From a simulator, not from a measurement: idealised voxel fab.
The process module that follows is named voxel quadruple lines.
Section shown: cut. Width: 185 nm. Cell size: 5 nm, square.
Format of a cross-section: grid, square cells. Given as bands. Order: top down. Band: one or more rows of cells.
What a band's entry tells you: where the top is and where the bottom is, as heights in nm, and after that what lies inside, material by material from left to right, each with its width in nm. Empty space is written as the word "air", and a single material marked with the word "throughout" occupies the band from edge to edge.
Counting heights begins at 0, where everything beneath is, in the wafer as received, one material. The lowest band has no bottom; it goes on downwards, as "0..down" shows.
It should be noted that a width expressed as "30..40" varies in equal increments from row to row of cells within the band, taking the value of the first number at the top row and that of the second number at the bottom row.
What does "no change occurred" mean for a step? It means no cell of the cross-section changed in that step.
Entry "closed voids". Content: empty spaces with no open connection to the top, size 8 cells or greater. Each: width x height at distance. Distance: from left edge. Unit: nm.
Read whatever lies past the settings on a step's line as the simulator's own remark about the step.
The "overlay nm" setting may appear on a step's line; for a step that uses a mask, it gives how far to the right of its planned position the mask lay, and a negative value indicates the left.
# Process steps - plan
1 RECEIVE: material Si
2 CONFORMAL_DEP: material SiO2, thk nm 5
3 DIRECTIONAL_DEP: material W, thk nm 10
4 DIRECTIONAL_DEP: material polySi, thk nm 20
5 DIRECTIONAL_DEP: material aC, thk nm 25
6 PATTERN: tone cover, mask id MANDREL, material resist, width nm 35, thk nm 35, overlay nm 0
7 DIRECTIONAL_ETCH: etch materials aC, depth nm 25
8 STRIP: etch materials resist
9 CONFORMAL_DEP: material SiO2, thk nm 15
10 DIRECTIONAL_ETCH: etch materials SiO2, depth nm 15
11 STRIP: etch materials aC
12 DIRECTIONAL_ETCH: etch materials polySi, depth nm 20
13 STRIP: etch materials SiO2
14 CONFORMAL_DEP: material SiN, thk nm 10
15 DIRECTIONAL_ETCH: etch materials SiN, depth nm 10
16 STRIP: etch materials polySi
17 DIRECTIONAL_ETCH: etch materials W, depth nm 10
18 STRIP: etch materials SiN
19 FILL_DEP: material SiO2, thk nm 5
20 CMP: height nm 15
# This is the cross-section of the wafer as we received it, i.e. after step 1
* 0..down: Si throughout
* closed voids: none
# The first of two wafers, cross-sectioned at the end of the module, with the run proceeding as planned
* 15..5: 50 nm SiO2  10 nm W  15 nm SiO2  10 nm W  15 nm SiO2  10 nm W  15 nm SiO2  10 nm W  50 nm SiO2
* 5..0: SiO2 throughout
* 0..down: Si throughout
* closed voids: none
# Second wafer of the two, sectioned at the end of the module. It began like the first and followed the same plan, but one mistake was made while running it
* 15..5: 55 nm SiO2  10 nm W  15 nm SiO2  10 nm W  5 nm SiO2  10 nm W  15 nm SiO2  10 nm W  55 nm SiO2
* 5..0: SiO2 throughout
* 0..down: Si throughout
* closed voids: none
Processing error: step 6, actual vs plan mismatch, actual run PATTERN: tone cover, mask id MANDREL, material resist, width nm 25, thk nm 35, overlay nm 0
By the end, you'd get the same cell count for each material on either wafer, but the second wafer puts them somewhere else.
